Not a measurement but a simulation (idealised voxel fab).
The name of this process module is voxel self aligned vias.
This is section cut - it's 235 nm across, gridded in 5 nm square cells.
Bands, listed from the top down, are how a cross-section gets written in this document; the cross-section itself is a grid of square cells, and a band is one or more rows of them.
Top height, bottom height, nm. Materials left to right, width each, nm. Single material + "throughout" = fills band edge to edge. "empty" = empty.
Convention: height 0 is the level below which the wafer, as received, is all one material. The lowest band does not terminate at the bottom but continues downward, represented as "0 and below".
You'd read "30->40" like this: the band's top row of cells is as wide as the first number, its bottom row is as wide as the second, and going down, every row changes width by the same amount as the row before did.
Step note "no alterations made" = no cross-section cell changed.
Basically, "Listed closed voids" tells you about the enclosed voids: empty spaces with no open way to the top, 8 cells or bigger, each written width x height at distance, where distance is from the left edge, all in nm.
What comes after the settings on a step's line is commentary from the simulator itself on that step.
overlay nm: step with mask; distance mask lay right of planned place; negative value = left of planned place.
How should the pairs below be read? Each gives the cross-section before one process step and the cross-section after it, the latter drawn only to the lowest band that changed; the step that lies between them, with its settings, appears under the pair. Does a pair pick up where the pair above left off? Only where its entry headed "Before step" says so, since pairs can come from different runs of this module on the same starting wafer.

-- Before step
	0 and below = Si throughout
	Listed closed voids: none

-- As Processed
	10 down to 0 = SiO2 throughout
	All layers under 0 are left as they were.
	Listed closed voids: none
Intermediate step for the cross-sections above: CONFORMAL_DEP | material SiO2 | thk nm 10

Before step: Reference is made to the cross-section shown after the step in the pair directly above, which represents the state prior to this step.

-- As Processed
	15 down to 10 = SiCN throughout
	All layers under 10 are left as they were.
	Listed closed voids: none
Intermediate step for the cross-sections above: CONFORMAL_DEP | material SiCN | thk nm 5

Before step: Reference is made to the cross-section shown after the step in the pair directly above, which represents the state prior to this step.

-- As Processed
	45 down to 15 = lowk throughout
	All layers under 15 are left as they were.
	Listed closed voids: none
Intermediate step for the cross-sections above: DIRECTIONAL_DEP | material lowk | thk nm 30

Before step: Reference is made to the cross-section shown after the step in the pair directly above, which represents the state prior to this step.

-- As Processed
	60 down to 45 = resist: 40, then empty: 25, then resist: 40, then empty: 25, then resist: 40, then empty: 25, then resist: 40
	All layers under 45 are left as they were.
	Listed closed voids: none
Intermediate step for the cross-sections above: PATTERN | tone open | mask id LINES | material resist | width nm 25 | pitch nm 65 | thk nm 15 | overlay nm 0

Before step: Reference is made to the cross-section shown after the step in the pair directly above, which represents the state prior to this step.

-- As Processed
	60 down to 45 = resist: 40, then empty: 25, then resist: 40, then empty: 25, then resist: 40, then empty: 25, then resist: 40
	45 down to 15 = lowk: 40, then empty: 25, then lowk: 40, then empty: 25, then lowk: 40, then empty: 25, then lowk: 40
	All layers under 15 are left as they were.
	Listed closed voids: none
Intermediate step for the cross-sections above: DIRECTIONAL_ETCH | etch materials lowk | depth nm 30

Before step: Reference is made to the cross-section shown after the step in the pair directly above, which represents the state prior to this step.

-- As Processed
	45 down to 15 = lowk: 40, then empty: 25, then lowk: 40, then empty: 25, then lowk: 40, then empty: 25, then lowk: 40
	All layers under 15 are left as they were.
	Listed closed voids: none
Intermediate step for the cross-sections above: STRIP | etch materials resist

Before step: Reference is made to the cross-section shown after the step in the pair directly above, which represents the state prior to this step.

-- As Processed
	50 down to 45 = TiN: 45, then empty: 15, then TiN: 50, then empty: 15, then TiN: 50, then empty: 15, then TiN: 45
	45 down to 20 = lowk: 40, then TiN: 5, then empty: 15, then TiN: 5, then lowk: 40, then TiN: 5, then empty: 15, then TiN: 5, then lowk: 40, then TiN: 5, then empty: 15, then TiN: 5, then lowk: 40
	20 down to 15 = lowk: 40, then TiN: 25, then lowk: 40, then TiN: 25, then lowk: 40, then TiN: 25, then lowk: 40
	All layers under 15 are left as they were.
	Listed closed voids: none
Intermediate step for the cross-sections above: CONFORMAL_DEP | material TiN | thk nm 5

Before step: Reference is made to the cross-section shown after the step in the pair directly above, which represents the state prior to this step.

-- As Processed
	55 down to 50 = Ru throughout
	50 down to 45 = TiN: 45, then Ru: 15, then TiN: 50, then Ru: 15, then TiN: 50, then Ru: 15, then TiN: 45
	45 down to 20 = lowk: 40, then TiN: 5, then Ru: 15, then TiN: 5, then lowk: 40, then TiN: 5, then Ru: 15, then TiN: 5, then lowk: 40, then TiN: 5, then Ru: 15, then TiN: 5, then lowk: 40
	All layers under 20 are left as they were.
	Listed closed voids: none
Intermediate step for the cross-sections above: FILL_DEP | material Ru | thk nm 5

Before step: Reference is made to the cross-section shown after the step in the pair directly above, which represents the state prior to this step.

-- As Processed
	45 down to 20 = lowk: 40, then TiN: 5, then Ru: 15, then TiN: 5, then lowk: 40, then TiN: 5, then Ru: 15, then TiN: 5, then lowk: 40, then TiN: 5, then Ru: 15, then TiN: 5, then lowk: 40
	All layers under 20 are left as they were.
	Listed closed voids: none
Intermediate step for the cross-sections above: CMP | height nm 45

Before step: Reference is made to the cross-section shown after the step in the pair directly above, which represents the state prior to this step.

-- As Processed
	45 down to 40 = lowk: 40, then empty: 25, then lowk: 40, then empty: 25, then lowk: 40, then empty: 25, then lowk: 40
	All layers under 40 are left as they were.
	Listed closed voids: none
Intermediate step for the cross-sections above: SELECTIVE_ETCH | etch materials W Ru TiN | depth nm 5

Before step: Reference is made to the cross-section shown after the step in the pair directly above, which represents the state prior to this step.

-- As Processed
	50 down to 45 = SiN throughout
	45 down to 40 = lowk: 40, then SiN: 25, then lowk: 40, then SiN: 25, then lowk: 40, then SiN: 25, then lowk: 40
	All layers under 40 are left as they were.
	Listed closed voids: none
Intermediate step for the cross-sections above: FILL_DEP | material SiN | thk nm 5

Before step: Reference is made to the cross-section shown after the step in the pair directly above, which represents the state prior to this step.

-- As Processed
	45 down to 40 = lowk: 40, then SiN: 25, then lowk: 40, then SiN: 25, then lowk: 40, then SiN: 25, then lowk: 40
	All layers under 40 are left as they were.
	Listed closed voids: none
Intermediate step for the cross-sections above: CMP | height nm 45

Before step: Reference is made to the cross-section shown after the step in the pair directly above, which represents the state prior to this step.

-- As Processed
	65 down to 45 = lowk throughout
	All layers under 45 are left as they were.
	Listed closed voids: none
Intermediate step for the cross-sections above: DIRECTIONAL_DEP | material lowk | thk nm 20

Before step: Reference is made to the cross-section shown after the step in the pair directly above, which represents the state prior to this step.

-- As Processed
	65 down to 45 = lowk: 35, then empty: 35, then lowk: 30, then empty: 35, then lowk: 30, then empty: 35, then lowk: 35
	All layers under 45 are left as they were.
	Listed closed voids: none
Intermediate step for the cross-sections above: MASKED_ETCH | tone open | mask id VIAS | width nm 35 | pitch nm 65 | etch materials lowk | depth nm 20 | overlay nm 0

Before step: Reference is made to the cross-section shown after the step in the pair directly above, which represents the state prior to this step.

-- As Processed
	65 down to 45 = lowk: 35, then empty: 35, then lowk: 30, then empty: 35, then lowk: 30, then empty: 35, then lowk: 35
	45 down to 40 = lowk: 40, then empty: 25, then lowk: 40, then empty: 25, then lowk: 40, then empty: 25, then lowk: 40
	All layers under 40 are left as they were.
	Listed closed voids: none
Intermediate step for the cross-sections above: MASKED_ETCH | tone open | mask id VIAS | width nm 35 | pitch nm 65 | etch materials SiN | depth nm 5 | overlay nm 0

Before step: Reference is made to the cross-section shown after the step in the pair directly above, which represents the state prior to this step.

-- As Processed
	70 down to 65 = TiN: 40, then empty: 25, then TiN: 40, then empty: 25, then TiN: 40, then empty: 25, then TiN: 40
	65 down to 50 = lowk: 35, then TiN: 5, then empty: 25, then TiN: 5, then lowk: 30, then TiN: 5, then empty: 25, then TiN: 5, then lowk: 30, then TiN: 5, then empty: 25, then TiN: 5, then lowk: 35
	50 down to 45 = lowk: 35, then TiN: 10, then empty: 15, then TiN: 10, then lowk: 30, then TiN: 10, then empty: 15, then TiN: 10, then lowk: 30, then TiN: 10, then empty: 15, then TiN: 10, then lowk: 35
	45 down to 40 = lowk: 40, then TiN: 25, then lowk: 40, then TiN: 25, then lowk: 40, then TiN: 25, then lowk: 40
	All layers under 40 are left as they were.
	Listed closed voids: none
Intermediate step for the cross-sections above: CONFORMAL_DEP | material TiN | thk nm 5

Before step: Reference is made to the cross-section shown after the step in the pair directly above, which represents the state prior to this step.

-- As Processed
	80 down to 70 = W throughout
	70 down to 65 = TiN: 40, then W: 25, then TiN: 40, then W: 25, then TiN: 40, then W: 25, then TiN: 40
	65 down to 50 = lowk: 35, then TiN: 5, then W: 25, then TiN: 5, then lowk: 30, then TiN: 5, then W: 25, then TiN: 5, then lowk: 30, then TiN: 5, then W: 25, then TiN: 5, then lowk: 35
	50 down to 45 = lowk: 35, then TiN: 10, then W: 15, then TiN: 10, then lowk: 30, then TiN: 10, then W: 15, then TiN: 10, then lowk: 30, then TiN: 10, then W: 15, then TiN: 10, then lowk: 35
	All layers under 45 are left as they were.
	Listed closed voids: none
Intermediate step for the cross-sections above: FILL_DEP | material W | thk nm 10

Before step: Reference is made to the cross-section shown after the step in the pair directly above, which represents the state prior to this step.

-- As Processed
	65 down to 50 = lowk: 35, then TiN: 5, then W: 25, then TiN: 5, then lowk: 30, then TiN: 5, then W: 25, then TiN: 5, then lowk: 30, then TiN: 5, then W: 25, then TiN: 5, then lowk: 35
	All layers under 50 are left as they were.
	Listed closed voids: none
Intermediate step for the cross-sections above: CMP | height nm 65

Before step: Reference is made to the cross-section shown after the step in the pair directly above, which represents the state prior to this step.

-- As Processed
	70 down to 65 = SiN throughout
	All layers under 65 are left as they were.
	Listed closed voids: none
Intermediate step for the cross-sections above: CONFORMAL_DEP | material SiN | thk nm 5

-- Before step
	80 down to 70 = W throughout
	70 down to 65 = TiN: 40, then W: 25, then TiN: 40, then W: 25, then TiN: 40, then W: 25, then TiN: 40
	65 down to 50 = lowk: 35, then TiN: 5, then W: 25, then TiN: 5, then lowk: 30, then TiN: 5, then W: 25, then TiN: 5, then lowk: 30, then TiN: 5, then W: 25, then TiN: 5, then lowk: 35
	50 down to 45 = lowk: 35, then TiN: 10, then W: 15, then TiN: 10, then lowk: 30, then TiN: 10, then W: 15, then TiN: 10, then lowk: 30, then TiN: 10, then W: 15, then TiN: 10, then lowk: 35
	45 down to 40 = lowk: 40, then TiN: 25, then lowk: 40, then TiN: 25, then lowk: 40, then TiN: 25, then lowk: 40
	40 down to 20 = lowk: 40, then TiN: 5, then Ru: 15, then TiN: 5, then lowk: 40, then TiN: 5, then Ru: 15, then TiN: 5, then lowk: 40, then TiN: 5, then Ru: 15, then TiN: 5, then lowk: 40
	20 down to 15 = lowk: 40, then TiN: 25, then lowk: 40, then TiN: 25, then lowk: 40, then TiN: 25, then lowk: 40
	15 down to 10 = SiCN throughout
	10 down to 0 = SiO2 throughout
	0 and below = Si throughout
	Listed closed voids: none

-- As Processed
	85 down to 80 = SiN throughout
	All layers under 80 are left as they were.
	Listed closed voids: none
Intermediate step for the cross-sections above: CONFORMAL_DEP | material SiN | thk nm 5

-- Before step
	65 down to 45 = lowk: 35, then empty: 35, then lowk: 30, then empty: 35, then lowk: 30, then empty: 35, then lowk: 35
	45 down to 40 = lowk: 40, then SiN: 25, then lowk: 40, then SiN: 25, then lowk: 40, then SiN: 25, then lowk: 40
	40 down to 20 = lowk: 40, then TiN: 5, then Ru: 15, then TiN: 5, then lowk: 40, then TiN: 5, then Ru: 15, then TiN: 5, then lowk: 40, then TiN: 5, then Ru: 15, then TiN: 5, then lowk: 40
	20 down to 15 = lowk: 40, then TiN: 25, then lowk: 40, then TiN: 25, then lowk: 40, then TiN: 25, then lowk: 40
	15 down to 10 = SiCN throughout
	10 down to 0 = SiO2 throughout
	0 and below = Si throughout
	Listed closed voids: none

-- As Processed
	65 down to 45 = lowk: 35, then empty: 35, then lowk: 30, then empty: 35, then lowk: 30, then empty: 35, then lowk: 35
	45 down to 40 = lowk: 35, then empty: 5, then SiN: 25, then empty: 5, then lowk: 30, then empty: 5, then SiN: 25, then empty: 5, then lowk: 30, then empty: 5, then SiN: 25, then empty: 5, then lowk: 35
	40 down to 25 = lowk: 35, then empty: 5, then TiN: 5, then Ru: 15, then TiN: 5, then empty: 5, then lowk: 30, then empty: 5, then TiN: 5, then Ru: 15, then TiN: 5, then empty: 5, then lowk: 30, then empty: 5, then TiN: 5, then Ru: 15, then TiN: 5, then empty: 5, then lowk: 35
	All layers under 25 are left as they were.
	Listed closed voids: none
Intermediate step for the cross-sections above: MASKED_ETCH | tone open | mask id VIAS | width nm 35 | pitch nm 65 | etch materials lowk | depth nm 20 | overlay nm 0

Before step: Reference is made to the cross-section shown after the step in the pair directly above, which represents the state prior to this step.

-- As Processed
	65 down to 40 = lowk: 35, then empty: 35, then lowk: 30, then empty: 35, then lowk: 30, then empty: 35, then lowk: 35
	All layers under 40 are left as they were.
	Listed closed voids: none
Intermediate step for the cross-sections above: MASKED_ETCH | tone open | mask id VIAS | width nm 35 | pitch nm 65 | etch materials SiN | depth nm 5 | overlay nm 0

Before step: Reference is made to the cross-section shown after the step in the pair directly above, which represents the state prior to this step.

-- As Processed
	70 down to 65 = TiN: 40, then empty: 25, then TiN: 40, then empty: 25, then TiN: 40, then empty: 25, then TiN: 40
	65 down to 45 = lowk: 35, then TiN: 5, then empty: 25, then TiN: 5, then lowk: 30, then TiN: 5, then empty: 25, then TiN: 5, then lowk: 30, then TiN: 5, then empty: 25, then TiN: 5, then lowk: 35
	45 down to 40 = lowk: 35, then TiN: 35, then lowk: 30, then TiN: 35, then lowk: 30, then TiN: 35, then lowk: 35
	40 down to 25 = lowk: 35, then TiN: 10, then Ru: 15, then TiN: 10, then lowk: 30, then TiN: 10, then Ru: 15, then TiN: 10, then lowk: 30, then TiN: 10, then Ru: 15, then TiN: 10, then lowk: 35
	All layers under 25 are left as they were.
	Listed closed voids: none
Intermediate step for the cross-sections above: CONFORMAL_DEP | material TiN | thk nm 5

Before step: Reference is made to the cross-section shown after the step in the pair directly above, which represents the state prior to this step.

-- As Processed
	80 down to 70 = W throughout
	70 down to 65 = TiN: 40, then W: 25, then TiN: 40, then W: 25, then TiN: 40, then W: 25, then TiN: 40
	65 down to 45 = lowk: 35, then TiN: 5, then W: 25, then TiN: 5, then lowk: 30, then TiN: 5, then W: 25, then TiN: 5, then lowk: 30, then TiN: 5, then W: 25, then TiN: 5, then lowk: 35
	All layers under 45 are left as they were.
	Listed closed voids: none
Intermediate step for the cross-sections above: FILL_DEP | material W | thk nm 10

Before step: Reference is made to the cross-section shown after the step in the pair directly above, which represents the state prior to this step.

-- As Processed
	65 down to 45 = lowk: 35, then TiN: 5, then W: 25, then TiN: 5, then lowk: 30, then TiN: 5, then W: 25, then TiN: 5, then lowk: 30, then TiN: 5, then W: 25, then TiN: 5, then lowk: 35
	All layers under 45 are left as they were.
	Listed closed voids: none
Intermediate step for the cross-sections above: CMP | height nm 65

Before step: Reference is made to the cross-section shown after the step in the pair directly above, which represents the state prior to this step.

-- As Processed
	70 down to 65 = SiN throughout
	All layers under 65 are left as they were.
	Listed closed voids: none
Intermediate step for the cross-sections above: CONFORMAL_DEP | material SiN | thk nm 5

-- Before step
	0 and below = Si throughout
	Listed closed voids: none

-- As Processed
	5 down to 0 = SiCN throughout
	All layers under 0 are left as they were.
	Listed closed voids: none
Intermediate step for the cross-sections above: CONFORMAL_DEP | material SiCN | thk nm 5

Before step: Reference is made to the cross-section shown after the step in the pair directly above, which represents the state prior to this step.

-- As Processed
	15 down to 5 = SiO2 throughout
	All layers under 5 are left as they were.
	Listed closed voids: none
Intermediate step for the cross-sections above: CONFORMAL_DEP | material SiO2 | thk nm 10

Before step: Reference is made to the cross-section shown after the step in the pair directly above, which represents the state prior to this step.

-- As Processed
	45 down to 15 = lowk throughout
	All layers under 15 are left as they were.
	Listed closed voids: none
Intermediate step for the cross-sections above: DIRECTIONAL_DEP | material lowk | thk nm 30

Before step: Reference is made to the cross-section shown after the step in the pair directly above, which represents the state prior to this step.

-- As Processed
	60 down to 45 = resist: 40, then empty: 25, then resist: 40, then empty: 25, then resist: 40, then empty: 25, then resist: 40
	All layers under 45 are left as they were.
	Listed closed voids: none
Intermediate step for the cross-sections above: PATTERN | tone open | mask id LINES | material resist | width nm 25 | pitch nm 65 | thk nm 15 | overlay nm 0

Before step: Reference is made to the cross-section shown after the step in the pair directly above, which represents the state prior to this step.

-- As Processed
	60 down to 45 = resist: 40, then empty: 25, then resist: 40, then empty: 25, then resist: 40, then empty: 25, then resist: 40
	45 down to 15 = lowk: 40, then empty: 25, then lowk: 40, then empty: 25, then lowk: 40, then empty: 25, then lowk: 40
	All layers under 15 are left as they were.
	Listed closed voids: none
Intermediate step for the cross-sections above: DIRECTIONAL_ETCH | etch materials lowk | depth nm 30

Before step: Reference is made to the cross-section shown after the step in the pair directly above, which represents the state prior to this step.

-- As Processed
	45 down to 15 = lowk: 40, then empty: 25, then lowk: 40, then empty: 25, then lowk: 40, then empty: 25, then lowk: 40
	All layers under 15 are left as they were.
	Listed closed voids: none
Intermediate step for the cross-sections above: STRIP | etch materials resist

Before step: Reference is made to the cross-section shown after the step in the pair directly above, which represents the state prior to this step.

-- As Processed
	50 down to 45 = TiN: 45, then empty: 15, then TiN: 50, then empty: 15, then TiN: 50, then empty: 15, then TiN: 45
	45 down to 20 = lowk: 40, then TiN: 5, then empty: 15, then TiN: 5, then lowk: 40, then TiN: 5, then empty: 15, then TiN: 5, then lowk: 40, then TiN: 5, then empty: 15, then TiN: 5, then lowk: 40
	20 down to 15 = lowk: 40, then TiN: 25, then lowk: 40, then TiN: 25, then lowk: 40, then TiN: 25, then lowk: 40
	All layers under 15 are left as they were.
	Listed closed voids: none
Intermediate step for the cross-sections above: CONFORMAL_DEP | material TiN | thk nm 5

Before step: Reference is made to the cross-section shown after the step in the pair directly above, which represents the state prior to this step.

-- As Processed
	55 down to 50 = Ru throughout
	50 down to 45 = TiN: 45, then Ru: 15, then TiN: 50, then Ru: 15, then TiN: 50, then Ru: 15, then TiN: 45
	45 down to 20 = lowk: 40, then TiN: 5, then Ru: 15, then TiN: 5, then lowk: 40, then TiN: 5, then Ru: 15, then TiN: 5, then lowk: 40, then TiN: 5, then Ru: 15, then TiN: 5, then lowk: 40
	All layers under 20 are left as they were.
	Listed closed voids: none
Intermediate step for the cross-sections above: FILL_DEP | material Ru | thk nm 5

Before step: Reference is made to the cross-section shown after the step in the pair directly above, which represents the state prior to this step.

-- As Processed
	45 down to 20 = lowk: 40, then TiN: 5, then Ru: 15, then TiN: 5, then lowk: 40, then TiN: 5, then Ru: 15, then TiN: 5, then lowk: 40, then TiN: 5, then Ru: 15, then TiN: 5, then lowk: 40
	All layers under 20 are left as they were.
	Listed closed voids: none
Intermediate step for the cross-sections above: CMP | height nm 45

Before step: Reference is made to the cross-section shown after the step in the pair directly above, which represents the state prior to this step.

-- As Processed
	45 down to 40 = lowk: 40, then empty: 25, then lowk: 40, then empty: 25, then lowk: 40, then empty: 25, then lowk: 40
	All layers under 40 are left as they were.
	Listed closed voids: none
Intermediate step for the cross-sections above: SELECTIVE_ETCH | etch materials W Ru TiN | depth nm 5

Before step: Reference is made to the cross-section shown after the step in the pair directly above, which represents the state prior to this step.

-- As Processed
	50 down to 45 = SiN throughout
	45 down to 40 = lowk: 40, then SiN: 25, then lowk: 40, then SiN: 25, then lowk: 40, then SiN: 25, then lowk: 40
	All layers under 40 are left as they were.
	Listed closed voids: none
Intermediate step for the cross-sections above: FILL_DEP | material SiN | thk nm 5

Before step: Reference is made to the cross-section shown after the step in the pair directly above, which represents the state prior to this step.

-- As Processed
	45 down to 40 = lowk: 40, then SiN: 25, then lowk: 40, then SiN: 25, then lowk: 40, then SiN: 25, then lowk: 40
	All layers under 40 are left as they were.
	Listed closed voids: none
Intermediate step for the cross-sections above: CMP | height nm 45

Before step: Reference is made to the cross-section shown after the step in the pair directly above, which represents the state prior to this step.

-- As Processed
	65 down to 45 = lowk throughout
	All layers under 45 are left as they were.
	Listed closed voids: none
Intermediate step for the cross-sections above: DIRECTIONAL_DEP | material lowk | thk nm 20

Before step: Reference is made to the cross-section shown after the step in the pair directly above, which represents the state prior to this step.

-- As Processed
	65 down to 45 = lowk: 35, then empty: 35, then lowk: 30, then empty: 35, then lowk: 30, then empty: 35, then lowk: 35
	All layers under 45 are left as they were.
	Listed closed voids: none
Intermediate step for the cross-sections above: MASKED_ETCH | tone open | mask id VIAS | width nm 35 | pitch nm 65 | etch materials lowk | depth nm 20 | overlay nm 0

Before step: Reference is made to the cross-section shown after the step in the pair directly above, which represents the state prior to this step.

-- As Processed
	65 down to 45 = lowk: 35, then empty: 35, then lowk: 30, then empty: 35, then lowk: 30, then empty: 35, then lowk: 35
	45 down to 40 = lowk: 40, then empty: 25, then lowk: 40, then empty: 25, then lowk: 40, then empty: 25, then lowk: 40
	All layers under 40 are left as they were.
	Listed closed voids: none
Intermediate step for the cross-sections above: MASKED_ETCH | tone open | mask id VIAS | width nm 35 | pitch nm 65 | etch materials SiN | depth nm 5 | overlay nm 0

Before step: Reference is made to the cross-section shown after the step in the pair directly above, which represents the state prior to this step.

-- As Processed
	70 down to 65 = TiN: 40, then empty: 25, then TiN: 40, then empty: 25, then TiN: 40, then empty: 25, then TiN: 40
	65 down to 50 = lowk: 35, then TiN: 5, then empty: 25, then TiN: 5, then lowk: 30, then TiN: 5, then empty: 25, then TiN: 5, then lowk: 30, then TiN: 5, then empty: 25, then TiN: 5, then lowk: 35
	50 down to 45 = lowk: 35, then TiN: 10, then empty: 15, then TiN: 10, then lowk: 30, then TiN: 10, then empty: 15, then TiN: 10, then lowk: 30, then TiN: 10, then empty: 15, then TiN: 10, then lowk: 35
	45 down to 40 = lowk: 40, then TiN: 25, then lowk: 40, then TiN: 25, then lowk: 40, then TiN: 25, then lowk: 40
	All layers under 40 are left as they were.
	Listed closed voids: none
Intermediate step for the cross-sections above: CONFORMAL_DEP | material TiN | thk nm 5

Before step: Reference is made to the cross-section shown after the step in the pair directly above, which represents the state prior to this step.

-- As Processed
	80 down to 70 = W throughout
	70 down to 65 = TiN: 40, then W: 25, then TiN: 40, then W: 25, then TiN: 40, then W: 25, then TiN: 40
	65 down to 50 = lowk: 35, then TiN: 5, then W: 25, then TiN: 5, then lowk: 30, then TiN: 5, then W: 25, then TiN: 5, then lowk: 30, then TiN: 5, then W: 25, then TiN: 5, then lowk: 35
	50 down to 45 = lowk: 35, then TiN: 10, then W: 15, then TiN: 10, then lowk: 30, then TiN: 10, then W: 15, then TiN: 10, then lowk: 30, then TiN: 10, then W: 15, then TiN: 10, then lowk: 35
	All layers under 45 are left as they were.
	Listed closed voids: none
Intermediate step for the cross-sections above: FILL_DEP | material W | thk nm 10

Before step: Reference is made to the cross-section shown after the step in the pair directly above, which represents the state prior to this step.

-- As Processed
	65 down to 50 = lowk: 35, then TiN: 5, then W: 25, then TiN: 5, then lowk: 30, then TiN: 5, then W: 25, then TiN: 5, then lowk: 30, then TiN: 5, then W: 25, then TiN: 5, then lowk: 35
	All layers under 50 are left as they were.
	Listed closed voids: none
Intermediate step for the cross-sections above: CMP | height nm 65

Before step: Reference is made to the cross-section shown after the step in the pair directly above, which represents the state prior to this step.

-- As Processed
	70 down to 65 = SiN throughout
	All layers under 65 are left as they were.
	Listed closed voids: none
Intermediate step for the cross-sections above: CONFORMAL_DEP | material SiN | thk nm 5

-- Before step
	55 down to 50 = Ru throughout
	50 down to 45 = TiN: 45, then Ru: 15, then TiN: 50, then Ru: 15, then TiN: 50, then Ru: 15, then TiN: 45
	45 down to 20 = lowk: 40, then TiN: 5, then Ru: 15, then TiN: 5, then lowk: 40, then TiN: 5, then Ru: 15, then TiN: 5, then lowk: 40, then TiN: 5, then Ru: 15, then TiN: 5, then lowk: 40
	20 down to 15 = lowk: 40, then TiN: 25, then lowk: 40, then TiN: 25, then lowk: 40, then TiN: 25, then lowk: 40
	15 down to 10 = SiCN throughout
	10 down to 0 = SiO2 throughout
	0 and below = Si throughout
	Listed closed voids: none

-- As Processed
	40 down to 20 = lowk: 40, then TiN: 5, then Ru: 15, then TiN: 5, then lowk: 40, then TiN: 5, then Ru: 15, then TiN: 5, then lowk: 40, then TiN: 5, then Ru: 15, then TiN: 5, then lowk: 40
	All layers under 20 are left as they were.
	Listed closed voids: none
Intermediate step for the cross-sections above: CMP | height nm 40

Before step: Reference is made to the cross-section shown after the step in the pair directly above, which represents the state prior to this step.

-- As Processed
	40 down to 35 = lowk: 40, then empty: 25, then lowk: 40, then empty: 25, then lowk: 40, then empty: 25, then lowk: 40
	All layers under 35 are left as they were.
	Listed closed voids: none
Intermediate step for the cross-sections above: SELECTIVE_ETCH | etch materials W Ru TiN | depth nm 5

Before step: Reference is made to the cross-section shown after the step in the pair directly above, which represents the state prior to this step.

-- As Processed
	45 down to 40 = SiN throughout
	40 down to 35 = lowk: 40, then SiN: 25, then lowk: 40, then SiN: 25, then lowk: 40, then SiN: 25, then lowk: 40
	All layers under 35 are left as they were.
	Listed closed voids: none
Intermediate step for the cross-sections above: FILL_DEP | material SiN | thk nm 5

Before step: Reference is made to the cross-section shown after the step in the pair directly above, which represents the state prior to this step.

-- As Processed
	65 down to 45 = lowk throughout
	All layers under 45 are left as they were.
	Listed closed voids: none
Intermediate step for the cross-sections above: DIRECTIONAL_DEP | material lowk | thk nm 20

Before step: Reference is made to the cross-section shown after the step in the pair directly above, which represents the state prior to this step.

-- As Processed
	65 down to 45 = lowk: 35, then empty: 35, then lowk: 30, then empty: 35, then lowk: 30, then empty: 35, then lowk: 35
	All layers under 45 are left as they were.
	Listed closed voids: none
Intermediate step for the cross-sections above: MASKED_ETCH | tone open | mask id VIAS | width nm 35 | pitch nm 65 | etch materials lowk | depth nm 20 | overlay nm 0

Before step: Reference is made to the cross-section shown after the step in the pair directly above, which represents the state prior to this step.

-- As Processed
	65 down to 45 = lowk: 35, then empty: 35, then lowk: 30, then empty: 35, then lowk: 30, then empty: 35, then lowk: 35
	45 down to 40 = SiN: 35, then empty: 35, then SiN: 30, then empty: 35, then SiN: 30, then empty: 35, then SiN: 35
	All layers under 40 are left as they were.
	Listed closed voids: none
Intermediate step for the cross-sections above: MASKED_ETCH | tone open | mask id VIAS | width nm 35 | pitch nm 65 | etch materials SiN | depth nm 5 | overlay nm 0

Before step: Reference is made to the cross-section shown after the step in the pair directly above, which represents the state prior to this step.

-- As Processed
	70 down to 65 = TiN: 40, then empty: 25, then TiN: 40, then empty: 25, then TiN: 40, then empty: 25, then TiN: 40
	65 down to 45 = lowk: 35, then TiN: 5, then empty: 25, then TiN: 5, then lowk: 30, then TiN: 5, then empty: 25, then TiN: 5, then lowk: 30, then TiN: 5, then empty: 25, then TiN: 5, then lowk: 35
	45 down to 40 = SiN: 35, then TiN: 35, then SiN: 30, then TiN: 35, then SiN: 30, then TiN: 35, then SiN: 35
	All layers under 40 are left as they were.
	Listed closed voids: none
Intermediate step for the cross-sections above: CONFORMAL_DEP | material TiN | thk nm 5

Before step: Reference is made to the cross-section shown after the step in the pair directly above, which represents the state prior to this step.

-- As Processed
	80 down to 70 = W throughout
	70 down to 65 = TiN: 40, then W: 25, then TiN: 40, then W: 25, then TiN: 40, then W: 25, then TiN: 40
	65 down to 45 = lowk: 35, then TiN: 5, then W: 25, then TiN: 5, then lowk: 30, then TiN: 5, then W: 25, then TiN: 5, then lowk: 30, then TiN: 5, then W: 25, then TiN: 5, then lowk: 35
	All layers under 45 are left as they were.
	Listed closed voids: none
Intermediate step for the cross-sections above: FILL_DEP | material W | thk nm 10

Before step: Reference is made to the cross-section shown after the step in the pair directly above, which represents the state prior to this step.

-- As Processed
	65 down to 45 = lowk: 35, then TiN: 5, then W: 25, then TiN: 5, then lowk: 30, then TiN: 5, then W: 25, then TiN: 5, then lowk: 30, then TiN: 5, then W: 25, then TiN: 5, then lowk: 35
	All layers under 45 are left as they were.
	Listed closed voids: none
Intermediate step for the cross-sections above: CMP | height nm 65

Before step: Reference is made to the cross-section shown after the step in the pair directly above, which represents the state prior to this step.

-- As Processed
	70 down to 65 = SiN throughout
	All layers under 65 are left as they were.
	Listed closed voids: none
Intermediate step for the cross-sections above: CONFORMAL_DEP | material SiN | thk nm 5

-- Before step
	65 down to 45 = lowk throughout
	45 down to 40 = lowk: 40, then SiN: 25, then lowk: 40, then SiN: 25, then lowk: 40, then SiN: 25, then lowk: 40
	40 down to 20 = lowk: 40, then TiN: 5, then Ru: 15, then TiN: 5, then lowk: 40, then TiN: 5, then Ru: 15, then TiN: 5, then lowk: 40, then TiN: 5, then Ru: 15, then TiN: 5, then lowk: 40
	20 down to 15 = lowk: 40, then TiN: 25, then lowk: 40, then TiN: 25, then lowk: 40, then TiN: 25, then lowk: 40
	15 down to 10 = SiCN throughout
	10 down to 0 = SiO2 throughout
	0 and below = Si throughout
	Listed closed voids: none

-- As Processed
	65 down to 45 = lowk: 40, then empty: 25, then lowk: 40, then empty: 25, then lowk: 40, then empty: 25, then lowk: 40
	All layers under 45 are left as they were.
	Listed closed voids: none
Intermediate step for the cross-sections above: MASKED_ETCH | tone open | mask id VIAS | width nm 25 | pitch nm 65 | etch materials lowk | depth nm 20 | overlay nm 0

Before step: Reference is made to the cross-section shown after the step in the pair directly above, which represents the state prior to this step.

-- As Processed
	65 down to 40 = lowk: 40, then empty: 25, then lowk: 40, then empty: 25, then lowk: 40, then empty: 25, then lowk: 40
	All layers under 40 are left as they were.
	Listed closed voids: none
Intermediate step for the cross-sections above: MASKED_ETCH | tone open | mask id VIAS | width nm 35 | pitch nm 65 | etch materials SiN | depth nm 5 | overlay nm 0

Before step: Reference is made to the cross-section shown after the step in the pair directly above, which represents the state prior to this step.

-- As Processed
	70 down to 65 = TiN: 45, then empty: 15, then TiN: 50, then empty: 15, then TiN: 50, then empty: 15, then TiN: 45
	65 down to 45 = lowk: 40, then TiN: 5, then empty: 15, then TiN: 5, then lowk: 40, then TiN: 5, then empty: 15, then TiN: 5, then lowk: 40, then TiN: 5, then empty: 15, then TiN: 5, then lowk: 40
	45 down to 40 = lowk: 40, then TiN: 25, then lowk: 40, then TiN: 25, then lowk: 40, then TiN: 25, then lowk: 40
	All layers under 40 are left as they were.
	Listed closed voids: none
Intermediate step for the cross-sections above: CONFORMAL_DEP | material TiN | thk nm 5
